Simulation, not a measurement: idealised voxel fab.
Presented below is a process module, voxel fin reveal.
Xsec cut, 275 nm wide, square cell size 5 nm.
How to read a cross-section here: the picture is a grid of square cells, written as bands going from the top down, and any band can span one or more rows of cells.
Within each band entry, the heights of the top and of the bottom of the band appear first, in that order and in nm; the materials of the band then follow from left to right, each with its corresponding width in nm. The designation "edge to edge" on a single material indicates that it fills the band from edge to edge; the designation "empty" indicates empty space.
Height 0 is the level under which the wafer as received is all one material. The lowest band goes on downwards, as in "0 -> down".
Per-row width for "30..40": begins at first number (top row of band), ends at second number (bottom row), increment between rows held constant.
The cross-section has no changed cell in any step marked "left unchanged".
Look at "Completely sealed voids" for the closed voids: empty spaces with no open path to the top, sized 8 cells or up. Each is width x height at distance, distance from the left edge, all nm.
Formally, on a step line, whatever follows the settings is a remark that the simulator itself makes on the step.
overlay nm: mask offset rightward from planned place, masked step; negative means leftward offset.
-- This section lists the process steps that were planned
| 1 | RECEIVE, material Si |
| 2 | CONFORMAL_DEP, material SiN, thk nm 10 |
| 3 | PATTERN, tone cover, mask id FINS, material resist, width nm 15, pitch nm 35, thk nm 20, overlay nm 0 |
| 4 | DIRECTIONAL_ETCH, etch materials SiN, depth nm 10 |
| 5 | DIRECTIONAL_ETCH, etch materials Si, depth nm 40 |
| 6 | STRIP, etch materials resist |
| 7 | OXIDIZE, depth nm 5 |
| 8 | FILL_DEP, material SiO2, thk nm 15 |
| 9 | CMP, height nm 10 |
| 10 | SELECTIVE_ETCH, etch materials SiO2, depth nm 25 |
| 11 | STRIP, etch materials SiN |
| 12 | CONFORMAL_DEP, material HfO2, thk nm 5 |
-- As received (post step 1): cross-section
- 0 -> down | Si edge to edge
- Completely sealed voids: none
-- First of two wafers at the end of the module, shown in cross-section; run carried out as planned
- 5 -> 0 | empty 110 nm, HfO2 15 nm, empty 20 nm, HfO2 15 nm, empty 115 nm
- 0 -> -10 | empty 110 nm, HfO2 5 nm, Si 5 nm, HfO2 5 nm, empty 20 nm, HfO2 5 nm, Si 5 nm, HfO2 5 nm, empty 115 nm
- -10 -> -15 | HfO2 115 nm, Si 5 nm, HfO2 30 nm, Si 5 nm, HfO2 120 nm
- -15 -> -45 | SiO2 115 nm, Si 5 nm, SiO2 30 nm, Si 5 nm, SiO2 120 nm
- -45 -> down | Si edge to edge
- Completely sealed voids: none
-- This is the second of the two wafers, cross-sectioned at the end of the module; it started exactly like the first and was given the same plan, but it was run with one mistake
- 5 -> 0 | HfO2 110 nm, empty 15 nm, HfO2 20 nm, empty 15 nm, HfO2 115 nm
- 0 -> -10 | Si 105 nm, HfO2 5 nm, empty 15 nm, HfO2 5 nm, Si 10 nm, HfO2 5 nm, empty 15 nm, HfO2 5 nm, Si 110 nm
- -10 -> -15 | Si 105 nm, HfO2 25 nm, Si 10 nm, HfO2 25 nm, Si 110 nm
- -15 -> -45 | Si 105 nm, SiO2 25 nm, Si 10 nm, SiO2 25 nm, Si 110 nm
- -45 -> down | Si edge to edge
- Completely sealed voids: none
The mistake made against the process plan was this: step 3 was run on a setting that differed from the plan, and what really ran there is PATTERN, tone open, mask id FINS, material resist, width nm 15, pitch nm 35, thk nm 20, overlay nm 0
Heads up, by the end the second wafer has more or fewer cells of some materials compared to the first: Si: 387 more, SiO2: 258 fewer
